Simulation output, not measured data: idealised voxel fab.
process module | voxel gate over fins
cross-section cut | 220 nm wide | cells 5 nm
A cross-section is a grid of square cells, given in bands from the top down. A band is one or more rows of cells.
Each band's line starts with the height of the band's top and of its bottom, in nm. Then come its materials from left to right, each with its width in nm. One material with "throughout" fills the band from edge to edge. "air" is empty space.
Height 0 is the level under which the wafer as received is all one material. The lowest band goes on downwards, as in "0 down".
A width such as "30 to 40" changes by the same amount from each row of cells to the next, from the band's top row to its bottom row.
"no change" after a step means that no cell of the cross-section changed.
closed voids: empty space of 8 cells or more with no open way to the top, each as width x height at its distance from the left edge, in nm
after a step's settings: what the simulator itself notes on the step
overlay nm, on a step with a mask: how far to the right of its planned place the mask lay; to the left if negative
plan
1 op RECEIVE | material Si
2 op CONFORMAL_DEP | material SiN | thk nm 5
3 op DIRECTIONAL_DEP | material aC | thk nm 10
4 op PATTERN | tone cover | mask id FINS | material resist | width nm 15 | pitch nm 40 | thk nm 25 | overlay nm 0
5 op DIRECTIONAL_ETCH | etch materials aC | depth nm 10
6 op STRIP | etch materials resist
7 op DIRECTIONAL_ETCH | etch materials SiN | depth nm 5
8 op DIRECTIONAL_ETCH | etch materials Si | depth nm 30
9 op STRIP | etch materials aC
10 op OXIDIZE | depth nm 5
11 op FILL_DEP | material SiO2 | thk nm 5
12 op CMP | height nm 5
13 op SELECTIVE_ETCH | etch materials SiO2 | depth nm 15
14 op STRIP | etch materials SiN
15 op CONFORMAL_DEP | material HfO2 | thk nm 5
16 op CONFORMAL_DEP | material TiN | thk nm 5
17 op CONFORMAL_DEP | material TiAl | thk nm 5
18 op CONFORMAL_DEP | material TiN | thk nm 5
19 op FILL_DEP | material W | thk nm 10
20 op CMP | height nm 25
21 op CONFORMAL_DEP | material SiCN | thk nm 10
varied across the wafers: depth nm of step 8. The plan shows the first wafer's value. All wafers start alike
first wafer as received, after step 1
  0 down: Si throughout
  closed voids: none
first wafer at the end, after step 21
  35 to 25: SiCN throughout
  25 to 20: W throughout
  20 to 15: W 25 | TiN 165 | W 30
  15 to 10: W 25 | TiN 5 | TiAl 35 | TiN 5 | TiAl 35 | TiN 5 | TiAl 35 | TiN 5 | TiAl 35 | TiN 5 | W 30
  10 to 5: TiN 30 | TiAl 5 | TiN 25 | TiAl 5 | TiN 5 | TiAl 5 | TiN 25 | TiAl 5 | TiN 5 | TiAl 5 | TiN 25 | TiAl 5 | TiN 5 | TiAl 5 | TiN 25 | TiAl 5 | TiN 35
  5 to 0: TiAl 35 | TiN 5 | HfO2 15 | TiN 5 | TiAl 15 | TiN 5 | HfO2 15 | TiN 5 | TiAl 15 | TiN 5 | HfO2 15 | TiN 5 | TiAl 15 | TiN 5 | HfO2 15 | TiN 5 | TiAl 40
  0 to -5: TiN 40 | HfO2 5 | Si 5 | HfO2 5 | TiN 25 | HfO2 5 | Si 5 | HfO2 5 | TiN 25 | HfO2 5 | Si 5 | HfO2 5 | TiN 25 | HfO2 5 | Si 5 | HfO2 5 | TiN 45
  -5 to -10: HfO2 45 | Si 5 | HfO2 35 | Si 5 | HfO2 35 | Si 5 | HfO2 35 | Si 5 | HfO2 50
  -10 to -35: SiO2 45 | Si 5 | SiO2 35 | Si 5 | SiO2 35 | Si 5 | SiO2 35 | Si 5 | SiO2 50
  -35 down: Si throughout
  closed voids: none
last wafer at the end
  35 to 25: SiCN throughout
  25 to 20: W throughout
  20 to 15: W 25 | TiN 165 | W 30
  15 to 10: W 25 | TiN 5 | TiAl 35 | TiN 5 | TiAl 35 | TiN 5 | TiAl 35 | TiN 5 | TiAl 35 | TiN 5 | W 30
  10 to 5: TiN 30 | TiAl 5 | TiN 25 | TiAl 5 | TiN 5 | TiAl 5 | TiN 25 | TiAl 5 | TiN 5 | TiAl 5 | TiN 25 | TiAl 5 | TiN 5 | TiAl 5 | TiN 25 | TiAl 5 | TiN 35
  5 to 0: TiAl 35 | TiN 5 | HfO2 15 | TiN 5 | TiAl 15 | TiN 5 | HfO2 15 | TiN 5 | TiAl 15 | TiN 5 | HfO2 15 | TiN 5 | TiAl 15 | TiN 5 | HfO2 15 | TiN 5 | TiAl 40
  0 to -5: TiN 40 | HfO2 5 | Si 5 | HfO2 5 | TiN 25 | HfO2 5 | Si 5 | HfO2 5 | TiN 25 | HfO2 5 | Si 5 | HfO2 5 | TiN 25 | HfO2 5 | Si 5 | HfO2 5 | TiN 45
  -5 to -10: HfO2 45 | Si 5 | HfO2 35 | Si 5 | HfO2 35 | Si 5 | HfO2 35 | Si 5 | HfO2 50
  -10 to -60: SiO2 45 | Si 5 | SiO2 35 | Si 5 | SiO2 35 | Si 5 | SiO2 35 | Si 5 | SiO2 50
  -60 down: Si throughout
  closed voids: none
each wafer at the end: cells of each material gained (+) or lost (-) since it was received, then its closed voids
depth nm 30 | +60 HfO2 | -280 Si | +88 SiCN | +200 SiO2 | +60 TiAl | +114 TiN | +66 W | closed voids: none
depth nm 35 | +60 HfO2 | -320 Si | +88 SiCN | +240 SiO2 | +60 TiAl | +114 TiN | +66 W | closed voids: none
depth nm 40 | +60 HfO2 | -360 Si | +88 SiCN | +280 SiO2 | +60 TiAl | +114 TiN | +66 W | closed voids: none
depth nm 45 | +60 HfO2 | -400 Si | +88 SiCN | +320 SiO2 | +60 TiAl | +114 TiN | +66 W | closed voids: none
depth nm 50 | +60 HfO2 | -440 Si | +88 SiCN | +360 SiO2 | +60 TiAl | +114 TiN | +66 W | closed voids: none
depth nm 55 | +60 HfO2 | -480 Si | +88 SiCN | +400 SiO2 | +60 TiAl | +114 TiN | +66 W | closed voids: none
